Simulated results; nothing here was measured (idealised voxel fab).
process module | voxel capacitor over wiring
cross-section cut | 210 nm wide | cells 5 nm
A cross-section is a grid of square cells, given in bands from the top down. A band is one or more rows of cells.
Each band's line starts with the height of the band's top and of its bottom, in nm. Then come its materials from left to right, each with its width in nm. One material with "throughout" fills the band from edge to edge. "air" is empty space.
Height 0 is the level under which the wafer as received is all one material. The lowest band goes on downwards, as in "0 down".
A width such as "30 to 40" changes by the same amount from each row of cells to the next, from the band's top row to its bottom row.
"no change" after a step means that no cell of the cross-section changed.
closed voids: empty space of 8 cells or more with no open way to the top, each as width x height at its distance from the left edge, in nm
after a step's settings: what the simulator itself notes on the step
overlay nm, on a step with a mask: how far to the right of its planned place the mask lay; to the left if negative
plan
1 op RECEIVE | material Si
2 op CONFORMAL_DEP | material SiO2 | thk nm 15
3 op CONFORMAL_DEP | material SiN | thk nm 5
4 op DIRECTIONAL_DEP | material SiO2 | thk nm 25
5 op PATTERN | tone open | mask id METAL_1 | material resist | width nm 30 | pitch nm 95 | thk nm 20 | overlay nm 0
6 op DIRECTIONAL_ETCH | etch materials SiO2 | depth nm 25
7 op DIRECTIONAL_ETCH | etch materials SiN | depth nm 5
8 op STRIP | etch materials resist
9 op CONFORMAL_DEP | material TiN | thk nm 5
10 op FILL_DEP | material Cu | thk nm 10
11 op CMP | height nm 45
12 op EPI | material Ru | thk nm 5
13 op FILL_DEP | material SiCN | thk nm 5
14 op DIRECTIONAL_DEP | material lowk | thk nm 15
15 op PATTERN | tone open | mask id PLUG_1 | material resist | width nm 15 | thk nm 15 | overlay nm 0
16 op DIRECTIONAL_ETCH | etch materials lowk | depth nm 15
17 op DIRECTIONAL_ETCH | etch materials SiCN | depth nm 5
18 op STRIP | etch materials resist
19 op CONFORMAL_DEP | material TiN | thk nm 5
20 op FILL_DEP | material Cu | thk nm 10
21 op CMP | height nm 70
22 op DIRECTIONAL_DEP | material TiN | thk nm 10
23 op DIRECTIONAL_DEP | material Al2O3 | thk nm 5
24 op DIRECTIONAL_DEP | material TiN | thk nm 10
25 op MASKED_ETCH | tone cover | mask id UPPER_PLATE | width nm 70 | etch materials TiN | depth nm 10 | overlay nm 0
26 op MASKED_ETCH | tone cover | mask id UPPER_PLATE | width nm 70 | etch materials Al2O3 | depth nm 5 | overlay nm 0
27 op DIRECTIONAL_DEP | material aC | thk nm 15
28 op PATTERN | tone cover | mask id LOWER_PLATE | material resist | width nm 80 | thk nm 30 | overlay nm 0
29 op DIRECTIONAL_ETCH | etch materials aC | depth nm 15
30 op STRIP | etch materials resist
31 op DIRECTIONAL_ETCH | etch materials TiN | depth nm 10
32 op STRIP | etch materials aC
33 op FILL_DEP | material SiO2 | thk nm 20
34 op CMP | height nm 110
35 op MASKED_ETCH | tone open | mask id PLUG_2 | width nm 15 | etch materials SiO2 | depth nm 15 | overlay nm 0
36 op CONFORMAL_DEP | material TiN | thk nm 5
37 op FILL_DEP | material Cu | thk nm 10
38 op CMP | height nm 110
39 op CONFORMAL_DEP | material SiCN | thk nm 5
as received, after step 1
  0 down: Si throughout
  closed voids: none
a wafer at the end: this start, this plan, one mistake
  115 to 110: SiCN throughout
  110 to 100: SiO2 65 | TiN 5 | Cu 5 | TiN 5 | SiO2 130
  100 to 95: SiO2 65 | TiN 15 | SiO2 130
  95 to 85: SiO2 55 | TiN 70 | SiO2 85
  85 to 80: SiO2 55 | Al2O3 70 | SiO2 85
  80 to 70: SiO2 50 | TiN 80 | SiO2 80
  70 to 55: lowk 55 | TiN 5 | Cu 5 | TiN 5 | lowk 140
  55 to 50: SiCN 55 | TiN 15 | SiCN 140
  50 to 45: SiCN 35 | Ru 40 | SiCN 55 | Ru 40 | SiCN 40
  45 to 40: SiN 40 | TiN 30 | SiN 65 | TiN 30 | SiN 45
  40 to 0: SiO2 throughout
  0 down: Si throughout
  closed voids: none
what went wrong: steps 3 and 4 were swapped
